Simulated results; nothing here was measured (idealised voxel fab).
process module | voxel wiring stack
cross-section cut | 240 nm wide | cells 5 nm
A cross-section is a grid of square cells, given in bands from the top down. A band is one or more rows of cells.
Each band's line starts with the height of the band's top and of its bottom, in nm. Then come its materials from left to right, each with its width in nm. One material with "throughout" fills the band from edge to edge. "air" is empty space.
Height 0 is the level under which the wafer as received is all one material. The lowest band goes on downwards, as in "0 down".
A width such as "30 to 40" changes by the same amount from each row of cells to the next, from the band's top row to its bottom row.
"no change" after a step means that no cell of the cross-section changed.
closed voids: empty space of 8 cells or more with no open way to the top, each as width x height at its distance from the left edge, in nm
after a step's settings: what the simulator itself notes on the step
overlay nm, on a step with a mask: how far to the right of its planned place the mask lay; to the left if negative
plan
1 op RECEIVE | material Si
2 op CONFORMAL_DEP | material SiO2 | thk nm 15
3 op CONFORMAL_DEP | material SiN | thk nm 5
4 op DIRECTIONAL_DEP | material lowk | thk nm 20
5 op PATTERN | tone open | mask id METAL_1 | material resist | width nm 30 | pitch nm 45 | thk nm 15 | overlay nm 0
6 op DIRECTIONAL_ETCH | etch materials lowk | depth nm 20
7 op DIRECTIONAL_ETCH | etch materials SiN | depth nm 5
8 op STRIP | etch materials resist
9 op CONFORMAL_DEP | material TiN | thk nm 5
10 op FILL_DEP | material Cu | thk nm 5
11 op CMP | height nm 40
12 op CONFORMAL_DEP | material SiCN | thk nm 5
13 op DIRECTIONAL_DEP | material lowk | thk nm 20
14 op MASKED_ETCH | tone open | mask id PLUG_1 | width nm 15 | pitch nm 45 | etch materials lowk | depth nm 20 | overlay nm 0
15 op MASKED_ETCH | tone open | mask id PLUG_1 | width nm 15 | pitch nm 45 | etch materials SiCN | depth nm 5 | overlay nm 0
16 op CONFORMAL_DEP | material TiN | thk nm 5
17 op FILL_DEP | material Cu | thk nm 5
18 op CMP | height nm 65
19 op CONFORMAL_DEP | material SiCN | thk nm 5
20 op DIRECTIONAL_DEP | material lowk | thk nm 20
21 op DIRECTIONAL_DEP | material aC | thk nm 15
22 op PATTERN | tone open | mask id METAL_2 | material resist | width nm 30 | pitch nm 45 | thk nm 35 | overlay nm 0
23 op DIRECTIONAL_ETCH | etch materials aC | depth nm 15
24 op STRIP | etch materials resist
25 op DIRECTIONAL_ETCH | etch materials lowk | depth nm 20
26 op DIRECTIONAL_ETCH | etch materials SiCN | depth nm 5
27 op STRIP | etch materials aC
28 op CONFORMAL_DEP | material TiN | thk nm 5
29 op FILL_DEP | material W | thk nm 5
30 op CMP | height nm 90
31 op EPI | material Ru | thk nm 5
32 op FILL_DEP | material SiCN | thk nm 5
33 op DIRECTIONAL_DEP | material lowk | thk nm 35
34 op PATTERN | tone open | mask id METAL_3 | material resist | width nm 30 | pitch nm 45 | thk nm 20 | overlay nm 0
35 op DIRECTIONAL_ETCH | etch materials lowk | depth nm 20
36 op STRIP | etch materials resist
37 op MASKED_ETCH | tone open | mask id METAL_3_HOLES | width nm 15 | pitch nm 45 | etch materials lowk | depth nm 15 | overlay nm 0
38 op MASKED_ETCH | tone open | mask id METAL_3_HOLES | width nm 15 | pitch nm 45 | etch materials SiCN | depth nm 5 | overlay nm 0
39 op CONFORMAL_DEP | material TiN | thk nm 5
40 op FILL_DEP | material Cu | thk nm 5
41 op CMP | height nm 135
42 op CONFORMAL_DEP | material SiCN | thk nm 5
first wafer, as planned
as received, after step 1
  0 down: Si throughout
  closed voids: none
after step 2
  15 to 0: SiO2 throughout
  below 0: unchanged
after step 3
  20 to 15: SiN throughout
  below 15: unchanged
after step 4
  40 to 20: lowk throughout
  below 20: unchanged
after step 5
  55 to 40: resist 35 | air 30 | resist 15 | air 30 | resist 15 | air 30 | resist 15 | air 30 | resist 40
  below 40: unchanged
after step 6
  55 to 40: resist 35 | air 30 | resist 15 | air 30 | resist 15 | air 30 | resist 15 | air 30 | resist 40
  40 to 20: lowk 35 | air 30 | lowk 15 | air 30 | lowk 15 | air 30 | lowk 15 | air 30 | lowk 40
  below 20: unchanged
after step 7
  55 to 40: resist 35 | air 30 | resist 15 | air 30 | resist 15 | air 30 | resist 15 | air 30 | resist 40
  40 to 20: lowk 35 | air 30 | lowk 15 | air 30 | lowk 15 | air 30 | lowk 15 | air 30 | lowk 40
  20 to 15: SiN 35 | air 30 | SiN 15 | air 30 | SiN 15 | air 30 | SiN 15 | air 30 | SiN 40
  below 15: unchanged
after step 8
  40 to 20: lowk 35 | air 30 | lowk 15 | air 30 | lowk 15 | air 30 | lowk 15 | air 30 | lowk 40
  below 20: unchanged
after step 9
  45 to 40: TiN 40 | air 20 | TiN 25 | air 20 | TiN 25 | air 20 | TiN 25 | air 20 | TiN 45
  40 to 20: lowk 35 | TiN 5 | air 20 | TiN 5 | lowk 15 | TiN 5 | air 20 | TiN 5 | lowk 15 | TiN 5 | air 20 | TiN 5 | lowk 15 | TiN 5 | air 20 | TiN 5 | lowk 40
  20 to 15: SiN 35 | TiN 30 | SiN 15 | TiN 30 | SiN 15 | TiN 30 | SiN 15 | TiN 30 | SiN 40
  below 15: unchanged
after step 10
  50 to 45: Cu throughout
  45 to 40: TiN 40 | Cu 20 | TiN 25 | Cu 20 | TiN 25 | Cu 20 | TiN 25 | Cu 20 | TiN 45
  40 to 20: lowk 35 | TiN 5 | Cu 20 | TiN 5 | lowk 15 | TiN 5 | Cu 20 | TiN 5 | lowk 15 | TiN 5 | Cu 20 | TiN 5 | lowk 15 | TiN 5 | Cu 20 | TiN 5 | lowk 40
  below 20: unchanged
after step 11
  40 to 20: lowk 35 | TiN 5 | Cu 20 | TiN 5 | lowk 15 | TiN 5 | Cu 20 | TiN 5 | lowk 15 | TiN 5 | Cu 20 | TiN 5 | lowk 15 | TiN 5 | Cu 20 | TiN 5 | lowk 40
  below 20: unchanged
after step 12
  45 to 40: SiCN throughout
  below 40: unchanged
after step 13
  65 to 45: lowk throughout
  below 45: unchanged
after step 14
  65 to 45: lowk 35 | air 15 | lowk 30 | air 15 | lowk 30 | air 15 | lowk 30 | air 15 | lowk 55
  below 45: unchanged
after step 15
  65 to 45: lowk 35 | air 15 | lowk 30 | air 15 | lowk 30 | air 15 | lowk 30 | air 15 | lowk 55
  45 to 40: SiCN 35 | air 15 | SiCN 30 | air 15 | SiCN 30 | air 15 | SiCN 30 | air 15 | SiCN 55
  below 40: unchanged
after step 16
  70 to 65: TiN 40 | air 5 | TiN 40 | air 5 | TiN 40 | air 5 | TiN 40 | air 5 | TiN 60
  65 to 45: lowk 35 | TiN 5 | air 5 | TiN 5 | lowk 30 | TiN 5 | air 5 | TiN 5 | lowk 30 | TiN 5 | air 5 | TiN 5 | lowk 30 | TiN 5 | air 5 | TiN 5 | lowk 55
  45 to 40: SiCN 35 | TiN 15 | SiCN 30 | TiN 15 | SiCN 30 | TiN 15 | SiCN 30 | TiN 15 | SiCN 55
  below 40: unchanged
after step 17
  75 to 70: Cu throughout
  70 to 65: TiN 40 | Cu 5 | TiN 40 | Cu 5 | TiN 40 | Cu 5 | TiN 40 | Cu 5 | TiN 60
  65 to 45: lowk 35 | TiN 5 | Cu 5 | TiN 5 | lowk 30 | TiN 5 | Cu 5 | TiN 5 | lowk 30 | TiN 5 | Cu 5 | TiN 5 | lowk 30 | TiN 5 | Cu 5 | TiN 5 | lowk 55
  below 45: unchanged
after step 18
  65 to 45: lowk 35 | TiN 5 | Cu 5 | TiN 5 | lowk 30 | TiN 5 | Cu 5 | TiN 5 | lowk 30 | TiN 5 | Cu 5 | TiN 5 | lowk 30 | TiN 5 | Cu 5 | TiN 5 | lowk 55
  below 45: unchanged
after step 19
  70 to 65: SiCN throughout
  below 65: unchanged
after step 20
  90 to 70: lowk throughout
  below 70: unchanged
after step 21
  105 to 90: aC throughout
  below 90: unchanged
after step 22
  140 to 105: resist 35 | air 30 | resist 15 | air 30 | resist 15 | air 30 | resist 15 | air 30 | resist 40
  below 105: unchanged
after step 23
  125 to 105: resist 35 | air 30 | resist 15 | air 30 | resist 15 | air 30 | resist 15 | air 30 | resist 40
  105 to 90: aC 35 | air 30 | aC 15 | air 30 | aC 15 | air 30 | aC 15 | air 30 | aC 40
  below 90: unchanged
after step 24
  105 to 90: aC 35 | air 30 | aC 15 | air 30 | aC 15 | air 30 | aC 15 | air 30 | aC 40
  below 90: unchanged
after step 25
  105 to 90: aC 35 | air 30 | aC 15 | air 30 | aC 15 | air 30 | aC 15 | air 30 | aC 40
  90 to 70: lowk 35 | air 30 | lowk 15 | air 30 | lowk 15 | air 30 | lowk 15 | air 30 | lowk 40
  below 70: unchanged
after step 26
  105 to 90: aC 35 | air 30 | aC 15 | air 30 | aC 15 | air 30 | aC 15 | air 30 | aC 40
  90 to 70: lowk 35 | air 30 | lowk 15 | air 30 | lowk 15 | air 30 | lowk 15 | air 30 | lowk 40
  70 to 65: SiCN 35 | air 30 | SiCN 15 | air 30 | SiCN 15 | air 30 | SiCN 15 | air 30 | SiCN 40
  below 65: unchanged
after step 27
  90 to 70: lowk 35 | air 30 | lowk 15 | air 30 | lowk 15 | air 30 | lowk 15 | air 30 | lowk 40
  below 70: unchanged
after step 28
  95 to 90: TiN 40 | air 20 | TiN 25 | air 20 | TiN 25 | air 20 | TiN 25 | air 20 | TiN 45
  90 to 70: lowk 35 | TiN 5 | air 20 | TiN 5 | lowk 15 | TiN 5 | air 20 | TiN 5 | lowk 15 | TiN 5 | air 20 | TiN 5 | lowk 15 | TiN 5 | air 20 | TiN 5 | lowk 40
  70 to 65: SiCN 35 | TiN 30 | SiCN 15 | TiN 30 | SiCN 15 | TiN 30 | SiCN 15 | TiN 30 | SiCN 40
  below 65: unchanged
after step 29
  100 to 95: W throughout
  95 to 90: TiN 40 | W 20 | TiN 25 | W 20 | TiN 25 | W 20 | TiN 25 | W 20 | TiN 45
  90 to 70: lowk 35 | TiN 5 | W 20 | TiN 5 | lowk 15 | TiN 5 | W 20 | TiN 5 | lowk 15 | TiN 5 | W 20 | TiN 5 | lowk 15 | TiN 5 | W 20 | TiN 5 | lowk 40
  below 70: unchanged
after step 30
  90 to 70: lowk 35 | TiN 5 | W 20 | TiN 5 | lowk 15 | TiN 5 | W 20 | TiN 5 | lowk 15 | TiN 5 | W 20 | TiN 5 | lowk 15 | TiN 5 | W 20 | TiN 5 | lowk 40
  below 70: unchanged
after step 31
  95 to 90: air 30 | Ru 40 | air 5 | Ru 40 | air 5 | Ru 40 | air 5 | Ru 40 | air 35
  below 90: unchanged
after step 32
  100 to 95: SiCN throughout
  95 to 90: SiCN 30 | Ru 40 | SiCN 5 | Ru 40 | SiCN 5 | Ru 40 | SiCN 5 | Ru 40 | SiCN 35
  below 90: unchanged
after step 33
  135 to 100: lowk throughout
  below 100: unchanged
after step 34
  155 to 135: resist 35 | air 30 | resist 15 | air 30 | resist 15 | air 30 | resist 15 | air 30 | resist 40
  below 135: unchanged
after step 35
  155 to 135: resist 35 | air 30 | resist 15 | air 30 | resist 15 | air 30 | resist 15 | air 30 | resist 40
  135 to 115: lowk 35 | air 30 | lowk 15 | air 30 | lowk 15 | air 30 | lowk 15 | air 30 | lowk 40
  below 115: unchanged
after step 36
  135 to 115: lowk 35 | air 30 | lowk 15 | air 30 | lowk 15 | air 30 | lowk 15 | air 30 | lowk 40
  below 115: unchanged
after step 37
  135 to 115: lowk 35 | air 30 | lowk 15 | air 30 | lowk 15 | air 30 | lowk 15 | air 30 | lowk 40
  115 to 100: lowk 35 | air 15 | lowk 30 | air 15 | lowk 30 | air 15 | lowk 30 | air 15 | lowk 55
  below 100: unchanged
after step 38
  135 to 115: lowk 35 | air 30 | lowk 15 | air 30 | lowk 15 | air 30 | lowk 15 | air 30 | lowk 40
  115 to 100: lowk 35 | air 15 | lowk 30 | air 15 | lowk 30 | air 15 | lowk 30 | air 15 | lowk 55
  100 to 95: SiCN 35 | air 15 | SiCN 30 | air 15 | SiCN 30 | air 15 | SiCN 30 | air 15 | SiCN 55
  below 95: unchanged
after step 39
  140 to 135: TiN 40 | air 20 | TiN 25 | air 20 | TiN 25 | air 20 | TiN 25 | air 20 | TiN 45
  135 to 120: lowk 35 | TiN 5 | air 20 | TiN 5 | lowk 15 | TiN 5 | air 20 | TiN 5 | lowk 15 | TiN 5 | air 20 | TiN 5 | lowk 15 | TiN 5 | air 20 | TiN 5 | lowk 40
  120 to 115: lowk 35 | TiN 5 | air 5 | TiN 20 | lowk 15 | TiN 5 | air 5 | TiN 20 | lowk 15 | TiN 5 | air 5 | TiN 20 | lowk 15 | TiN 5 | air 5 | TiN 20 | lowk 40
  115 to 100: lowk 35 | TiN 5 | air 5 | TiN 5 | lowk 30 | TiN 5 | air 5 | TiN 5 | lowk 30 | TiN 5 | air 5 | TiN 5 | lowk 30 | TiN 5 | air 5 | TiN 5 | lowk 55
  100 to 95: SiCN 35 | TiN 15 | SiCN 30 | TiN 15 | SiCN 30 | TiN 15 | SiCN 30 | TiN 15 | SiCN 55
  below 95: unchanged
after step 40
  145 to 140: Cu throughout
  140 to 135: TiN 40 | Cu 20 | TiN 25 | Cu 20 | TiN 25 | Cu 20 | TiN 25 | Cu 20 | TiN 45
  135 to 120: lowk 35 | TiN 5 | Cu 20 | TiN 5 | lowk 15 | TiN 5 | Cu 20 | TiN 5 | lowk 15 | TiN 5 | Cu 20 | TiN 5 | lowk 15 | TiN 5 | Cu 20 | TiN 5 | lowk 40
  120 to 115: lowk 35 | TiN 5 | Cu 5 | TiN 20 | lowk 15 | TiN 5 | Cu 5 | TiN 20 | lowk 15 | TiN 5 | Cu 5 | TiN 20 | lowk 15 | TiN 5 | Cu 5 | TiN 20 | lowk 40
  115 to 100: lowk 35 | TiN 5 | Cu 5 | TiN 5 | lowk 30 | TiN 5 | Cu 5 | TiN 5 | lowk 30 | TiN 5 | Cu 5 | TiN 5 | lowk 30 | TiN 5 | Cu 5 | TiN 5 | lowk 55
  below 100: unchanged
after step 41
  135 to 120: lowk 35 | TiN 5 | Cu 20 | TiN 5 | lowk 15 | TiN 5 | Cu 20 | TiN 5 | lowk 15 | TiN 5 | Cu 20 | TiN 5 | lowk 15 | TiN 5 | Cu 20 | TiN 5 | lowk 40
  below 120: unchanged
after step 42
  140 to 135: SiCN throughout
  below 135: unchanged
second wafer: like start, like plan, one mistake. Through step 34 it matches the first wafer
when step 35 should have ended
  155 to 135: resist 35 | air 30 | resist 15 | air 30 | resist 15 | air 30 | resist 15 | air 30 | resist 40
  135 to 110: lowk 35 | air 30 | lowk 15 | air 30 | lowk 15 | air 30 | lowk 15 | air 30 | lowk 40
  below 110: unchanged
when step 36 should have ended
  135 to 110: lowk 35 | air 30 | lowk 15 | air 30 | lowk 15 | air 30 | lowk 15 | air 30 | lowk 40
  below 110: unchanged
when step 37 should have ended
  135 to 110: lowk 35 | air 30 | lowk 15 | air 30 | lowk 15 | air 30 | lowk 15 | air 30 | lowk 40
  110 to 100: lowk 35 | air 15 | lowk 30 | air 15 | lowk 30 | air 15 | lowk 30 | air 15 | lowk 55
  below 100: unchanged
when step 38 should have ended
  135 to 110: lowk 35 | air 30 | lowk 15 | air 30 | lowk 15 | air 30 | lowk 15 | air 30 | lowk 40
  110 to 100: lowk 35 | air 15 | lowk 30 | air 15 | lowk 30 | air 15 | lowk 30 | air 15 | lowk 55
  100 to 95: SiCN 35 | air 15 | SiCN 30 | air 15 | SiCN 30 | air 15 | SiCN 30 | air 15 | SiCN 55
  below 95: unchanged
when step 39 should have ended
  140 to 135: TiN 40 | air 20 | TiN 25 | air 20 | TiN 25 | air 20 | TiN 25 | air 20 | TiN 45
  135 to 115: lowk 35 | TiN 5 | air 20 | TiN 5 | lowk 15 | TiN 5 | air 20 | TiN 5 | lowk 15 | TiN 5 | air 20 | TiN 5 | lowk 15 | TiN 5 | air 20 | TiN 5 | lowk 40
  115 to 110: lowk 35 | TiN 5 | air 5 | TiN 20 | lowk 15 | TiN 5 | air 5 | TiN 20 | lowk 15 | TiN 5 | air 5 | TiN 20 | lowk 15 | TiN 5 | air 5 | TiN 20 | lowk 40
  110 to 100: lowk 35 | TiN 5 | air 5 | TiN 5 | lowk 30 | TiN 5 | air 5 | TiN 5 | lowk 30 | TiN 5 | air 5 | TiN 5 | lowk 30 | TiN 5 | air 5 | TiN 5 | lowk 55
  100 to 95: SiCN 35 | TiN 15 | SiCN 30 | TiN 15 | SiCN 30 | TiN 15 | SiCN 30 | TiN 15 | SiCN 55
  below 95: unchanged
when step 40 should have ended
  145 to 140: Cu throughout
  140 to 135: TiN 40 | Cu 20 | TiN 25 | Cu 20 | TiN 25 | Cu 20 | TiN 25 | Cu 20 | TiN 45
  135 to 115: lowk 35 | TiN 5 | Cu 20 | TiN 5 | lowk 15 | TiN 5 | Cu 20 | TiN 5 | lowk 15 | TiN 5 | Cu 20 | TiN 5 | lowk 15 | TiN 5 | Cu 20 | TiN 5 | lowk 40
  115 to 110: lowk 35 | TiN 5 | Cu 5 | TiN 20 | lowk 15 | TiN 5 | Cu 5 | TiN 20 | lowk 15 | TiN 5 | Cu 5 | TiN 20 | lowk 15 | TiN 5 | Cu 5 | TiN 20 | lowk 40
  110 to 100: lowk 35 | TiN 5 | Cu 5 | TiN 5 | lowk 30 | TiN 5 | Cu 5 | TiN 5 | lowk 30 | TiN 5 | Cu 5 | TiN 5 | lowk 30 | TiN 5 | Cu 5 | TiN 5 | lowk 55
  below 100: unchanged
when step 41 should have ended
  135 to 115: lowk 35 | TiN 5 | Cu 20 | TiN 5 | lowk 15 | TiN 5 | Cu 20 | TiN 5 | lowk 15 | TiN 5 | Cu 20 | TiN 5 | lowk 15 | TiN 5 | Cu 20 | TiN 5 | lowk 40
  below 115: unchanged
when step 42 should have ended
  140 to 135: SiCN throughout
  below 135: unchanged
what went wrong: step 35 ran as: op DIRECTIONAL_ETCH | etch materials lowk | depth nm 25
at the end the second wafer has, in cells: 12 more of Cu | 12 fewer of lowk
